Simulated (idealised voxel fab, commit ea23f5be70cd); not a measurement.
Documented hereafter: the process module known as voxel air gaps.
Cross-section cut spans 265 nm and uses square cells 5 nm in size.
Format of a cross-section: grid, square cells. Given as bands. Order: top down. Band: one or more rows of cells.
A band entry consists of two parts. The first gives the height of the band's top and the height of its bottom, in nm. The rest lists the band's materials from left to right, each with its width in nm. A single material labelled with the word "full width" fills the band from edge to edge, and the word "empty" marks empty space.
We count height from 0. Below that, the starting wafer is all one material. The lowest band never ends at the bottom but goes on down; see "0 down" for how that is written.
Per-row width for "30->40": begins at first number (top row of band), ends at second number (bottom row), increment between rows held constant.
Where the words "remained the same" appear for a step, the cross-section shows no cell changed by that step; every cell remained as before.
Enclosed voids (no open way to top), threshold 8 cells or more, entry "Voids, fully enclosed", notation width x height at distance, distance from left edge, nm.
The remark found on a step's line after its settings is issued by the simulator itself and pertains to that step.
"overlay nm", when on a step's line for a step with a mask, measures how far to the right of its planned place the mask lay; a negative measure means to the left.
Below is the list of planned process steps:
1 RECEIVE with material Si
2 CONFORMAL_DEP with material SiO2, thk nm 15
3 CONFORMAL_DEP with material SiCN, thk nm 5
4 DIRECTIONAL_DEP with material lowk, thk nm 35
5 MASKED_ETCH with tone open, mask id LINES, width nm 20, pitch nm 50, etch materials lowk, depth nm 35, overlay nm 0
6 CONFORMAL_DEP with material TiN, thk nm 5
7 FILL_DEP with material Ru, thk nm 5
8 CMP with height nm 55
9 EPI with material Ru, thk nm 10
10 SELECTIVE_ETCH with etch materials lowk, depth nm 45
11 CONFORMAL_DEP with material SiCN, thk nm 5
Concerning the first of two wafers, which was run in accordance with the plan:
Shown in cross-section is the wafer as received, that is, as it stands after step 1:
- 0 down | Si full width
- Voids, fully enclosed: none
After step 2: wafer cross-section:
- 15 to 0 | SiO2 full width
- Whatever lies below 0 is exactly as it was before.
After step 3: wafer cross-section:
- 20 to 15 | SiCN full width
- Whatever lies below 15 is exactly as it was before.
After step 4: wafer cross-section:
- 55 to 20 | lowk full width
- Whatever lies below 20 is exactly as it was before.
After step 5: wafer cross-section:
- 55 to 20 | lowk 70 nm  empty 20 nm  lowk 30 nm  empty 20 nm  lowk 30 nm  empty 20 nm  lowk 75 nm
- Whatever lies below 20 is exactly as it was before.
After step 6: wafer cross-section:
- 60 to 55 | TiN 75 nm  empty 10 nm  TiN 40 nm  empty 10 nm  TiN 40 nm  empty 10 nm  TiN 80 nm
- 55 to 25 | lowk 70 nm  TiN 5 nm  empty 10 nm  TiN 5 nm  lowk 30 nm  TiN 5 nm  empty 10 nm  TiN 5 nm  lowk 30 nm  TiN 5 nm  empty 10 nm  TiN 5 nm  lowk 75 nm
- 25 to 20 | lowk 70 nm  TiN 20 nm  lowk 30 nm  TiN 20 nm  lowk 30 nm  TiN 20 nm  lowk 75 nm
- Whatever lies below 20 is exactly as it was before.
After step 7: wafer cross-section:
- 65 to 60 | Ru full width
- 60 to 55 | TiN 75 nm  Ru 10 nm  TiN 40 nm  Ru 10 nm  TiN 40 nm  Ru 10 nm  TiN 80 nm
- 55 to 25 | lowk 70 nm  TiN 5 nm  Ru 10 nm  TiN 5 nm  lowk 30 nm  TiN 5 nm  Ru 10 nm  TiN 5 nm  lowk 30 nm  TiN 5 nm  Ru 10 nm  TiN 5 nm  lowk 75 nm
- Whatever lies below 25 is exactly as it was before.
After step 8: wafer cross-section:
- 55 to 25 | lowk 70 nm  TiN 5 nm  Ru 10 nm  TiN 5 nm  lowk 30 nm  TiN 5 nm  Ru 10 nm  TiN 5 nm  lowk 30 nm  TiN 5 nm  Ru 10 nm  TiN 5 nm  lowk 75 nm
- Whatever lies below 25 is exactly as it was before.
After step 9: wafer cross-section:
- 65 to 55 | empty 60 nm  Ru 40 nm  empty 10 nm  Ru 40 nm  empty 10 nm  Ru 40 nm  empty 65 nm
- Whatever lies below 55 is exactly as it was before.
After step 10: wafer cross-section:
- 65 to 55 | empty 60 nm  Ru 40 nm  empty 10 nm  Ru 40 nm  empty 10 nm  Ru 40 nm  empty 65 nm
- 55 to 25 | empty 70 nm  TiN 5 nm  Ru 10 nm  TiN 5 nm  empty 30 nm  TiN 5 nm  Ru 10 nm  TiN 5 nm  empty 30 nm  TiN 5 nm  Ru 10 nm  TiN 5 nm  empty 75 nm
- 25 to 20 | empty 70 nm  TiN 20 nm  empty 30 nm  TiN 20 nm  empty 30 nm  TiN 20 nm  empty 75 nm
- Whatever lies below 20 is exactly as it was before.
After step 11: wafer cross-section:
- 70 to 65 | empty 55 nm  SiCN 150 nm  empty 60 nm
- 65 to 55 | empty 55 nm  SiCN 5 nm  Ru 40 nm  SiCN 10 nm  Ru 40 nm  SiCN 10 nm  Ru 40 nm  SiCN 5 nm  empty 60 nm
- 55 to 50 | empty 55 nm  SiCN 15 nm  TiN 5 nm  Ru 10 nm  TiN 5 nm  SiCN 30 nm  TiN 5 nm  Ru 10 nm  TiN 5 nm  SiCN 30 nm  TiN 5 nm  Ru 10 nm  TiN 5 nm  SiCN 15 nm  empty 60 nm
- 50 to 25 | empty 65 nm  SiCN 5 nm  TiN 5 nm  Ru 10 nm  TiN 5 nm  SiCN 5 nm  empty 20 nm  SiCN 5 nm  TiN 5 nm  Ru 10 nm  TiN 5 nm  SiCN 5 nm  empty 20 nm  SiCN 5 nm  TiN 5 nm  Ru 10 nm  TiN 5 nm  SiCN 5 nm  empty 70 nm
- 25 to 20 | SiCN 70 nm  TiN 20 nm  SiCN 30 nm  TiN 20 nm  SiCN 30 nm  TiN 20 nm  SiCN 75 nm
- Whatever lies below 20 is exactly as it was before.
- Voids, fully enclosed: 20 x 25 at 95; 20 x 25 at 145
Second wafer: like start, like plan, one mistake. Through step 10 it matches the first wafer:
Second wafer: cross-section at the scheduled end of step 11:
- 80 to 65 | empty 45 nm  SiCN 170 nm  empty 50 nm
- 65 to 55 | empty 45 nm  SiCN 15 nm  Ru 40 nm  SiCN 10 nm  Ru 40 nm  SiCN 10 nm  Ru 40 nm  SiCN 15 nm  empty 50 nm
- 55 to 50 | empty 45 nm  SiCN 25 nm  TiN 5 nm  Ru 10 nm  TiN 5 nm  SiCN 30 nm  TiN 5 nm  Ru 10 nm  TiN 5 nm  SiCN 30 nm  TiN 5 nm  Ru 10 nm  TiN 5 nm  SiCN 25 nm  empty 50 nm
- 50 to 40 | empty 45 nm  SiCN 25 nm  TiN 5 nm  Ru 10 nm  TiN 5 nm  SiCN 5 nm  empty 20 nm  SiCN 5 nm  TiN 5 nm  Ru 10 nm  TiN 5 nm  SiCN 5 nm  empty 20 nm  SiCN 5 nm  TiN 5 nm  Ru 10 nm  TiN 5 nm  SiCN 25 nm  empty 50 nm
- 40 to 35 | empty 55 nm  SiCN 15 nm  TiN 5 nm  Ru 10 nm  TiN 5 nm  SiCN 5 nm  empty 20 nm  SiCN 5 nm  TiN 5 nm  Ru 10 nm  TiN 5 nm  SiCN 5 nm  empty 20 nm  SiCN 5 nm  TiN 5 nm  Ru 10 nm  TiN 5 nm  SiCN 15 nm  empty 60 nm
- 35 to 25 | SiCN 70 nm  TiN 5 nm  Ru 10 nm  TiN 5 nm  SiCN 5 nm  empty 20 nm  SiCN 5 nm  TiN 5 nm  Ru 10 nm  TiN 5 nm  SiCN 5 nm  empty 20 nm  SiCN 5 nm  TiN 5 nm  Ru 10 nm  TiN 5 nm  SiCN 75 nm
- 25 to 20 | SiCN 70 nm  TiN 20 nm  SiCN 30 nm  TiN 20 nm  SiCN 30 nm  TiN 20 nm  SiCN 75 nm
- Whatever lies below 20 is exactly as it was before.
- Voids, fully enclosed: 20 x 25 at 95; 20 x 25 at 145
What was done differently from what was planned? for step 11, the planned setting was not used; the step was instead run as CONFORMAL_DEP with material SiCN, thk nm 15
The closing comparison, in cells, has the second wafer with more or fewer of some materials than the first: SiCN +158
